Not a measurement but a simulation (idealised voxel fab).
The document below concerns the process module designated voxel spacer lines.
In the cross-section labelled cut, the width is 170 nm and each square cell is 5 nm.
Cross-section format: a grid of square cells, given as bands from top to bottom; each band is one or more rows of cells. Per band: top height and bottom height in nm, followed by the left-to-right materials and their widths in nm; "throughout" marks a single material spanning edge to edge, "empty" marks empty space. Where do heights start? At 0: under that level the wafer as delivered is made of one material only. And the lowest band has no floor; it just carries on downward, as in "from 0 down". The notation "30 to 40" denotes a width that varies across the rows of cells in the band, beginning at the first number in the top row, finishing at the second number in the bottom row, and changing by an identical amount from each row to the next. "identical to before" (step): cross-section cells unchanged, all of them. What "Closed void list" gives you is every empty space of 8 cells or more that is cut off from the top. Each appears as width x height at distance, with the distance taken from the left edge and width, height and distance all in nm. If you see something after the settings on a step's line, that's the simulator's own remark about that step. Steps that use a mask can have "overlay nm" on their line. It says how far the mask sat to the right of where it was meant to be. Negative means to the left.
### The planned process steps are enumerated hereunder
1: RECEIVE (material Si)
2: CONFORMAL_DEP (material Al2O3; thk nm 10)
3: DIRECTIONAL_DEP (material TiN; thk nm 10)
4: DIRECTIONAL_DEP (material polySi; thk nm 25)
5: PATTERN (tone cover; mask id MANDREL; material resist; width nm 15; pitch nm 60; thk nm 35; overlay nm 0)
6: DIRECTIONAL_ETCH (etch materials polySi; depth nm 25)
7: STRIP (etch materials resist)
8: CONFORMAL_DEP (material SiO2; thk nm 15)
9: DIRECTIONAL_ETCH (etch materials SiO2; depth nm 15)
10: STRIP (etch materials polySi)
11: DIRECTIONAL_ETCH (etch materials TiN; depth nm 10)
12: STRIP (etch materials SiO2)
13: FILL_DEP (material lowk; thk nm 5)
14: CMP (height nm 20)
### Below: the first of two wafers, run as planned
### Cross-section, incoming material, after step 1
* from 0 down  Si throughout
* Closed void list: none
### How the wafer stands in section after step 2
* from 10 to 0  Al2O3 throughout
* Whatever lies below 0 is exactly as it was before.
### How the wafer stands in section after step 3
* from 20 to 10  TiN throughout
* Whatever lies below 10 is exactly as it was before.
### How the wafer stands in section after step 4
* from 45 to 20  polySi throughout
* Whatever lies below 20 is exactly as it was before.
### How the wafer stands in section after step 5
* from 80 to 45  empty: 45 | resist: 15 | empty: 45 | resist: 15 | empty: 50
* Whatever lies below 45 is exactly as it was before.
### How the wafer stands in section after step 6
* from 80 to 45  empty: 45 | resist: 15 | empty: 45 | resist: 15 | empty: 50
* from 45 to 20  empty: 45 | polySi: 15 | empty: 45 | polySi: 15 | empty: 50
* Whatever lies below 20 is exactly as it was before.
### How the wafer stands in section after step 7
* from 45 to 20  empty: 45 | polySi: 15 | empty: 45 | polySi: 15 | empty: 50
* Whatever lies below 20 is exactly as it was before.
### How the wafer stands in section after step 8
* from 60 to 45  empty: 30 | SiO2: 45 | empty: 15 | SiO2: 45 | empty: 35
* from 45 to 35  empty: 30 | SiO2: 15 | polySi: 15 | SiO2: 15 | empty: 15 | SiO2: 15 | polySi: 15 | SiO2: 15 | empty: 35
* from 35 to 20  SiO2: 45 | polySi: 15 | SiO2: 45 | polySi: 15 | SiO2: 50
* Whatever lies below 20 is exactly as it was before.
### How the wafer stands in section after step 9
* from 45 to 20  empty: 30 | SiO2: 15 | polySi: 15 | SiO2: 15 | empty: 15 | SiO2: 15 | polySi: 15 | SiO2: 15 | empty: 35
* Whatever lies below 20 is exactly as it was before.
### How the wafer stands in section after step 10
* from 45 to 20  empty: 30 | SiO2: 15 | empty: 15 | SiO2: 15 | empty: 15 | SiO2: 15 | empty: 15 | SiO2: 15 | empty: 35
* Whatever lies below 20 is exactly as it was before.
### How the wafer stands in section after step 11
* from 45 to 20  empty: 30 | SiO2: 15 | empty: 15 | SiO2: 15 | empty: 15 | SiO2: 15 | empty: 15 | SiO2: 15 | empty: 35
* from 20 to 10  empty: 30 | TiN: 15 | empty: 15 | TiN: 15 | empty: 15 | TiN: 15 | empty: 15 | TiN: 15 | empty: 35
* Whatever lies below 10 is exactly as it was before.
### How the wafer stands in section after step 12
* from 20 to 10  empty: 30 | TiN: 15 | empty: 15 | TiN: 15 | empty: 15 | TiN: 15 | empty: 15 | TiN: 15 | empty: 35
* Whatever lies below 10 is exactly as it was before.
### How the wafer stands in section after step 13
* from 25 to 20  lowk throughout
* from 20 to 10  lowk: 30 | TiN: 15 | lowk: 15 | TiN: 15 | lowk: 15 | TiN: 15 | lowk: 15 | TiN: 15 | lowk: 35
* Whatever lies below 10 is exactly as it was before.
### How the wafer stands in section after step 14
* from 20 to 10  lowk: 30 | TiN: 15 | lowk: 15 | TiN: 15 | lowk: 15 | TiN: 15 | lowk: 15 | TiN: 15 | lowk: 35
* Whatever lies below 10 is exactly as it was before.
### It is to be noted that the second wafer proceeded from the same initial state and according to the same plan as the first, although one mistake was committed in its execution; through step 5, inclusive, the two wafers share an identical history
### Second wafer: cross-section at the scheduled end of step 6
* from 80 to 45  empty: 45 | resist: 15 | empty: 45 | resist: 15 | empty: 50
* from 45 to 20  empty: 45 | polySi: 15 | empty: 45 | polySi: 15 | empty: 50
* Whatever lies below 20 is exactly as it was before.
### Second wafer: cross-section at the scheduled end of step 7
* from 45 to 20  empty: 45 | polySi: 15 | empty: 45 | polySi: 15 | empty: 50
* Whatever lies below 20 is exactly as it was before.
### Second wafer: cross-section at the scheduled end of step 8
* from 60 to 45  empty: 30 | SiO2: 45 | empty: 15 | SiO2: 45 | empty: 35
* from 45 to 35  empty: 30 | SiO2: 15 | polySi: 15 | SiO2: 15 | empty: 15 | SiO2: 15 | polySi: 15 | SiO2: 15 | empty: 35
* from 35 to 20  SiO2: 45 | polySi: 15 | SiO2: 45 | polySi: 15 | SiO2: 50
* Whatever lies below 20 is exactly as it was before.
### Second wafer: cross-section at the scheduled end of step 9
* from 45 to 20  empty: 30 | SiO2: 15 | polySi: 15 | SiO2: 15 | empty: 15 | SiO2: 15 | polySi: 15 | SiO2: 15 | empty: 35
* Whatever lies below 20 is exactly as it was before.
### Second wafer: cross-section at the scheduled end of step 10
* from 45 to 20  empty: 30 | SiO2: 15 | empty: 15 | SiO2: 15 | empty: 15 | SiO2: 15 | empty: 15 | SiO2: 15 | empty: 35
* Whatever lies below 20 is exactly as it was before.
### Second wafer: cross-section at the scheduled end of step 11
* from 45 to 20  empty: 30 | SiO2: 15 | empty: 15 | SiO2: 15 | empty: 15 | SiO2: 15 | empty: 15 | SiO2: 15 | empty: 35
* from 20 to 10  empty: 30 | TiN: 15 | empty: 15 | TiN: 15 | empty: 15 | TiN: 15 | empty: 15 | TiN: 15 | empty: 35
* Whatever lies below 10 is exactly as it was before.
### Second wafer: cross-section at the scheduled end of step 12
* from 20 to 10  empty: 30 | TiN: 15 | empty: 15 | TiN: 15 | empty: 15 | TiN: 15 | empty: 15 | TiN: 15 | empty: 35
* Whatever lies below 10 is exactly as it was before.
### Second wafer: cross-section at the scheduled end of step 13
* from 25 to 20  lowk throughout
* from 20 to 10  lowk: 30 | TiN: 15 | lowk: 15 | TiN: 15 | lowk: 15 | TiN: 15 | lowk: 15 | TiN: 15 | lowk: 35
* Whatever lies below 10 is exactly as it was before.
### Second wafer: cross-section at the scheduled end of step 14
* from 20 to 10  lowk: 30 | TiN: 15 | lowk: 15 | TiN: 15 | lowk: 15 | TiN: 15 | lowk: 15 | TiN: 15 | lowk: 35
* Whatever lies below 10 is exactly as it was before.
Deviation noted in wafer processing: step 6 was run twice
If you compare the two wafers at the end, their cross-sections are the same, so as far as this model is concerned the mistake changes nothing.
